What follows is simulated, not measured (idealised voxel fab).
process module | voxel fin reveal
cross-section cut | 210 nm wide | cells 5 nm
A cross-section is a grid of square cells, given in bands from the top down. A band is one or more rows of cells.
Each band's line starts with the height of the band's top and of its bottom, in nm. Then come its materials from left to right, each with its width in nm. One material with "throughout" fills the band from edge to edge. "air" is empty space.
Height 0 is the level under which the wafer as received is all one material. The lowest band goes on downwards, as in "0 down".
A width such as "30 to 40" changes by the same amount from each row of cells to the next, from the band's top row to its bottom row.
"no change" after a step means that no cell of the cross-section changed.
closed voids: empty space of 8 cells or more with no open way to the top, each as width x height at its distance from the left edge, in nm
after a step's settings: what the simulator itself notes on the step
overlay nm, on a step with a mask: how far to the right of its planned place the mask lay; to the left if negative
plan
1 op RECEIVE | material Si
2 op CONFORMAL_DEP | material SiN | thk nm 10
3 op DIRECTIONAL_DEP | material aC | thk nm 15
4 op PATTERN | tone cover | mask id FINS | material resist | width nm 15 | pitch nm 40 | thk nm 30 | overlay nm 0
5 op DIRECTIONAL_ETCH | etch materials aC | depth nm 15
6 op STRIP | etch materials resist
7 op DIRECTIONAL_ETCH | etch materials SiN | depth nm 5
8 op DIRECTIONAL_ETCH | etch materials Si | depth nm 30
9 op STRIP | etch materials aC
10 op FILL_DEP | material SiO2 | thk nm 15
11 op CMP | height nm 10
12 op SELECTIVE_ETCH | etch materials SiO2 | depth nm 30
13 op STRIP | etch materials SiN
14 op CONFORMAL_DEP | material HfO2 | thk nm 5
varied across the wafers: depth nm of step 7. The plan shows the first wafer's value. All wafers start alike
first wafer as received, after step 1
  0 down: Si throughout
  closed voids: none
each wafer at the end: cells of each material gained (+) or lost (-) since it was received, then its closed voids
depth nm 5 | +42 HfO2 | closed voids: none
depth nm 10 | +58 HfO2 | -216 Si | +72 SiO2 | closed voids: none
depth nm 15 | +58 HfO2 | -216 Si | +72 SiO2 | closed voids: none
depth nm 20 | +58 HfO2 | -216 Si | +72 SiO2 | closed voids: none
depth nm 25 | +58 HfO2 | -216 Si | +72 SiO2 | closed voids: none
